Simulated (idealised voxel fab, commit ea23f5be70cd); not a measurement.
The process module presented herein is designated voxel local oxidation.
Each square cell in cross-section cut measures 5 nm, and the section as a whole is 300 nm wide.
We lay out every cross-section as a grid of square cells and spell it out in bands from the top down, where one band means one or more rows of cells. A band entry consists of two parts. The first gives the height of the band's top and the height of its bottom, in nm. The rest lists the band's materials from left to right, each with its width in nm. A single material labelled with the word "all across" fills the band from edge to edge, and the word "empty" marks empty space. Heights from 0 (as-received wafer is one material below). Bottom band endless downward, as "from 0 down". When a width is written as two numbers, as in "30->40", the first number is the width in the top row of cells of the band and the second is the width in its bottom row, and the width changes by the same amount from each row to the next. Any step labelled "all unchanged" changed none of the cells in the cross-section. Closed-off voids of 8+ cells (no open route to the top) go in "Enclosed void catalog", written width x height at distance from the left edge, in nm. What comes after the settings on a step's line is commentary from the simulator itself on that step. Regarding "overlay nm": on a step with a mask, it is the distance the mask lay to the right of its planned place; a negative value places it to the left.

PROCESS STEPS FORESEEN IN THE PLAN
1) RECEIVE (material Si)
2) OXIDIZE (depth nm 5)
3) CONFORMAL_DEP (material SiN; thk nm 10)
4) MASKED_ETCH (tone cover; mask id ACTIVE; width nm 130; etch materials SiN; depth nm 10; overlay nm 0)
5) SELECTIVE_ETCH (etch materials SiO2; depth nm 5)
6) OXIDIZE (depth nm 10)
7) STRIP (etch materials SiN)

WHAT FOLLOWS COVERS THE FIRST OF TWO WAFERS; IT RAN AS PLANNED

INCOMING WAFER IN CROSS-SECTION (STATE: AFTER STEP 1)
from 0 down  Si all across
Enclosed void catalog: none

UPON COMPLETION OF STEP 2, THE WAFER APPEARS IN CROSS-SECTION AS SHOWN
from 0 to -5  SiO2 all across
Under the height -5 nothing was changed.

UPON COMPLETION OF STEP 3, THE WAFER APPEARS IN CROSS-SECTION AS SHOWN
from 10 to 0  SiN all across
Under the height 0 nothing was changed.

UPON COMPLETION OF STEP 4, THE WAFER APPEARS IN CROSS-SECTION AS SHOWN
from 10 to 0  empty 85 nm | SiN 130 nm | empty 85 nm
Under the height 0 nothing was changed.

UPON COMPLETION OF STEP 5, THE WAFER APPEARS IN CROSS-SECTION AS SHOWN
from 10 to 0  empty 85 nm | SiN 130 nm | empty 85 nm
from 0 to -5  empty 90 nm | SiO2 120 nm | empty 90 nm
Under the height -5 nothing was changed.

UPON COMPLETION OF STEP 6, THE WAFER APPEARS IN CROSS-SECTION AS SHOWN
from 10 to 0  empty 85 nm | SiN 130 nm | empty 85 nm
from 0 to -5  empty 90 nm | SiO2 120 nm | empty 90 nm
from -5 to -15  SiO2 100 nm | Si 100 nm | SiO2 100 nm
Under the height -15 nothing was changed.

UPON COMPLETION OF STEP 7, THE WAFER APPEARS IN CROSS-SECTION AS SHOWN
from 0 to -5  empty 90 nm | SiO2 120 nm | empty 90 nm
Under the height -5 nothing was changed.

THE SECOND WAFER: COMMON ORIGIN AND PLAN, ONE MISTAKE IN EXECUTION, IDENTICAL TO THE FIRST THROUGH STEP 6

SECOND WAFER CROSS-SECTION, TAKEN AS OF THE TIME THE PLAN SETS FOR STEP 7 TO BE DONE
from -5 to -15  empty 100 nm | Si 100 nm | empty 100 nm
Under the height -15 nothing was changed.
Run error: step 7, actual vs plan mismatch, actual run STRIP (etch materials SiO2)
End of process, cell counts, second wafer against first, materials with more or fewer: -104 SiO2
